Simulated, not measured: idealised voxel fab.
process module | voxel wiring stack
cross-section cut | 180 nm wide | cells 5 nm
A cross-section is a grid of square cells, given in bands from the top down. A band is one or more rows of cells.
Each band's line starts with the height of the band's top and of its bottom, in nm. Then come its materials from left to right, each with its width in nm. One material with "throughout" fills the band from edge to edge. "air" is empty space.
Height 0 is the level under which the wafer as received is all one material. The lowest band goes on downwards, as in "0 down".
A width such as "30 to 40" changes by the same amount from each row of cells to the next, from the band's top row to its bottom row.
"no change" after a step means that no cell of the cross-section changed.
closed voids: empty space of 8 cells or more with no open way to the top, each as width x height at its distance from the left edge, in nm
after a step's settings: what the simulator itself notes on the step
overlay nm, on a step with a mask: how far to the right of its planned place the mask lay; to the left if negative
plan
1 op RECEIVE | material Si
2 op CONFORMAL_DEP | material SiO2 | thk nm 10
3 op DIRECTIONAL_DEP | material TiN | thk nm 5
4 op DIRECTIONAL_DEP | material Ru | thk nm 15
5 op DIRECTIONAL_DEP | material aC | thk nm 15
6 op PATTERN | tone cover | mask id METAL_1 | material resist | width nm 20 | pitch nm 50 | thk nm 35 | overlay nm 0
7 op DIRECTIONAL_ETCH | etch materials aC | depth nm 15
8 op STRIP | etch materials resist
9 op DIRECTIONAL_ETCH | etch materials Ru | depth nm 15
10 op DIRECTIONAL_ETCH | etch materials TiN | depth nm 5
11 op STRIP | etch materials aC
12 op FILL_DEP | material SiO2 | thk nm 10
13 op CMP | height nm 30
14 op CONFORMAL_DEP | material SiCN | thk nm 5
15 op DIRECTIONAL_DEP | material lowk | thk nm 15
16 op MASKED_ETCH | tone open | mask id PLUG_1 | width nm 15 | pitch nm 100 | etch materials lowk | depth nm 15 | overlay nm 0
17 op MASKED_ETCH | tone open | mask id PLUG_1 | width nm 15 | pitch nm 100 | etch materials SiCN | depth nm 5 | overlay nm 0
18 op CONFORMAL_DEP | material TiN | thk nm 5
19 op FILL_DEP | material Cu | thk nm 10
20 op CMP | height nm 50
21 op CONFORMAL_DEP | material SiCN | thk nm 5
22 op DIRECTIONAL_DEP | material SiO2 | thk nm 15
23 op MASKED_ETCH | tone open | mask id METAL_2 | width nm 20 | pitch nm 50 | etch materials SiO2 | depth nm 15 | overlay nm 0
24 op MASKED_ETCH | tone open | mask id METAL_2 | width nm 20 | pitch nm 50 | etch materials SiCN | depth nm 5 | overlay nm 0
25 op CONFORMAL_DEP | material TiN | thk nm 5
26 op FILL_DEP | material Ru | thk nm 5
27 op CMP | height nm 70
28 op CONFORMAL_DEP | material SiCN | thk nm 5
29 op DIRECTIONAL_DEP | material SiO2 | thk nm 15
30 op MASKED_ETCH | tone open | mask id PLUG_2 | width nm 15 | pitch nm 100 | etch materials SiO2 | depth nm 15 | overlay nm 0
31 op MASKED_ETCH | tone open | mask id PLUG_2 | width nm 15 | pitch nm 100 | etch materials SiCN | depth nm 5 | overlay nm 0
32 op EPI | material Ru | thk nm 10
33 op EPI | material Ru | thk nm 10
34 op CONFORMAL_DEP | material SiN | thk nm 5
35 op DIRECTIONAL_DEP | material lowk | thk nm 15
36 op MASKED_ETCH | tone open | mask id METAL_3 | width nm 20 | pitch nm 50 | etch materials lowk | depth nm 15 | overlay nm 0
37 op MASKED_ETCH | tone open | mask id METAL_3 | width nm 20 | pitch nm 50 | etch materials SiN | depth nm 5 | overlay nm 0
38 op CONFORMAL_DEP | material TiN | thk nm 5
39 op FILL_DEP | material Cu | thk nm 10
40 op CMP | height nm 110
41 op EPI | material Ru | thk nm 5
42 op FILL_DEP | material SiCN | thk nm 5
43 op DIRECTIONAL_DEP | material SiO2 | thk nm 25
44 op MASKED_ETCH | tone open | mask id METAL_4 | width nm 20 | pitch nm 50 | etch materials SiO2 | depth nm 15 | overlay nm 0
45 op MASKED_ETCH | tone open | mask id METAL_4_HOLES | width nm 15 | pitch nm 50 | etch materials SiO2 | depth nm 10 | overlay nm 0
46 op MASKED_ETCH | tone open | mask id METAL_4_HOLES | width nm 15 | pitch nm 50 | etch materials SiCN | depth nm 5 | overlay nm 0
47 op CONFORMAL_DEP | material TiN | thk nm 5
48 op FILL_DEP | material Cu | thk nm 10
49 op CMP | height nm 145
50 op CONFORMAL_DEP | material SiN | thk nm 5
varied across the wafers: thk nm of step 28. The plan shows the first wafer's value. All wafers start alike
first wafer as received, after step 1
  0 down: Si throughout
  closed voids: none
each wafer at the end: cells of each material gained (+) or lost (-) since it was received, then its closed voids
thk nm 5 | +45 Cu | +96 Ru | +129 SiCN | +60 SiN | +456 SiO2 | +132 TiN | +162 lowk | closed voids: none
thk nm 10 | +39 Cu | +72 Ru | +165 SiCN | +76 SiN | +456 SiO2 | +134 TiN | +138 lowk | closed voids: none
thk nm 15 | +33 Cu | +72 Ru | +201 SiCN | +76 SiN | +456 SiO2 | +128 TiN | +114 lowk | closed voids: none
thk nm 20 | +27 Cu | +72 Ru | +237 SiCN | +76 SiN | +456 SiO2 | +122 TiN | +90 lowk | closed voids: none
